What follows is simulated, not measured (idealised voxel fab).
Process module in this document: voxel self aligned vias
The cross-section shown here is cut; it is 285 nm wide and divided into square cells measuring 5 nm on a side.
Cross-section format: a grid of square cells, given as bands from top to bottom; each band is one or more rows of cells. Top, bottom (nm), then materials left to right with widths (nm); lone material tagged "all across" fills the whole band edge to edge; "blank" = empty space. Below 0: as-received wafer, all one material; heights counted from there. Lowest band: no bottom, goes on down, written "0 -> down". So if you see something like "30 to 40" for the width, read it as the top row of the band sitting at the first number and the bottom row at the second, with every row in between moving by the same amount as the last. Where a step carries "no modification", the cross-section came out of it unchanged, cell for cell. Heads up: "Enclosed void listing" only lists the empty pockets with no open path to the top that are 8 cells or more, and it writes them as width x height at distance, distance from the left edge, in nm. It should be noted that, on the line of a given step, the content following the step's settings is a remark produced by the simulator itself with respect to that step. overlay nm: on a step with a mask, how far right of its planned place the mask lay; negative means left.

BELOW IS THE LIST OF PLANNED PROCESS STEPS
- 1: RECEIVE,material Si
- 2: CONFORMAL_DEP,material SiO2,thk nm 10
- 3: CONFORMAL_DEP,material SiCN,thk nm 5
- 4: DIRECTIONAL_DEP,material SiO2,thk nm 25
- 5: DIRECTIONAL_DEP,material aC,thk nm 10
- 6: PATTERN,tone open,mask id LINES,material resist,width nm 30,pitch nm 75,thk nm 30,overlay nm -15
- 7: DIRECTIONAL_ETCH,etch materials aC,depth nm 10
- 8: STRIP,etch materials resist
- 9: DIRECTIONAL_ETCH,etch materials SiO2,depth nm 25
- 10: STRIP,etch materials aC
- 11: CONFORMAL_DEP,material TiN,thk nm 5
- 12: FILL_DEP,material Ru,thk nm 10
- 13: CMP,height nm 40
- 14: SELECTIVE_ETCH,etch materials W Ru TiN,depth nm 10
- 15: FILL_DEP,material SiN,thk nm 10
- 16: CMP,height nm 40
- 17: DIRECTIONAL_DEP,material SiO2,thk nm 15
- 18: PATTERN,tone open,mask id VIAS,material resist,width nm 50,thk nm 15,overlay nm 0
- 19: DIRECTIONAL_ETCH,etch materials SiO2,depth nm 15
- 20: DIRECTIONAL_ETCH,etch materials SiN,depth nm 10
- 21: STRIP,etch materials resist
- 22: CONFORMAL_DEP,material TiN,thk nm 5
- 23: FILL_DEP,material Ru,thk nm 10
- 24: CMP,height nm 55
- 25: CONFORMAL_DEP,material SiCN,thk nm 5
Among the wafers covered here, the point of difference is the overlay nm at step 6; their starting state is shared, and the plan presents the value of the first wafer.

THE FIRST OF SEVERAL WAFERS IN CROSS-SECTION, EXACTLY AS IT REACHED US AFTER STEP 1
    0 -> down: Si all across
    Enclosed void listing: none

PER-WAFER ROWS BELOW. FOR EACH MATERIAL: CELLS GAINED (+) OR LOST (-) SINCE THE WAFER WAS RECEIVED, AS OF END OF MODULE. THEN: CLOSED VOIDS
overlay nm -15; +38 Ru; +114 SiCN; +14 SiN; +480 SiO2; +38 TiN; Enclosed void listing: none
overlay nm -10; +40 Ru; +114 SiCN; +12 SiN; +480 SiO2; +38 TiN; Enclosed void listing: none
overlay nm -5; +40 Ru; +114 SiCN; +12 SiN; +480 SiO2; +38 TiN; Enclosed void listing: none
overlay nm 0; +40 Ru; +114 SiCN; +12 SiN; +480 SiO2; +38 TiN; Enclosed void listing: none
overlay nm 5; +40 Ru; +114 SiCN; +12 SiN; +480 SiO2; +38 TiN; Enclosed void listing: none
overlay nm 10; +40 Ru; +114 SiCN; +12 SiN; +480 SiO2; +38 TiN; Enclosed void listing: none
overlay nm 15; +38 Ru; +114 SiCN; +14 SiN; +480 SiO2; +38 TiN; Enclosed void listing: none
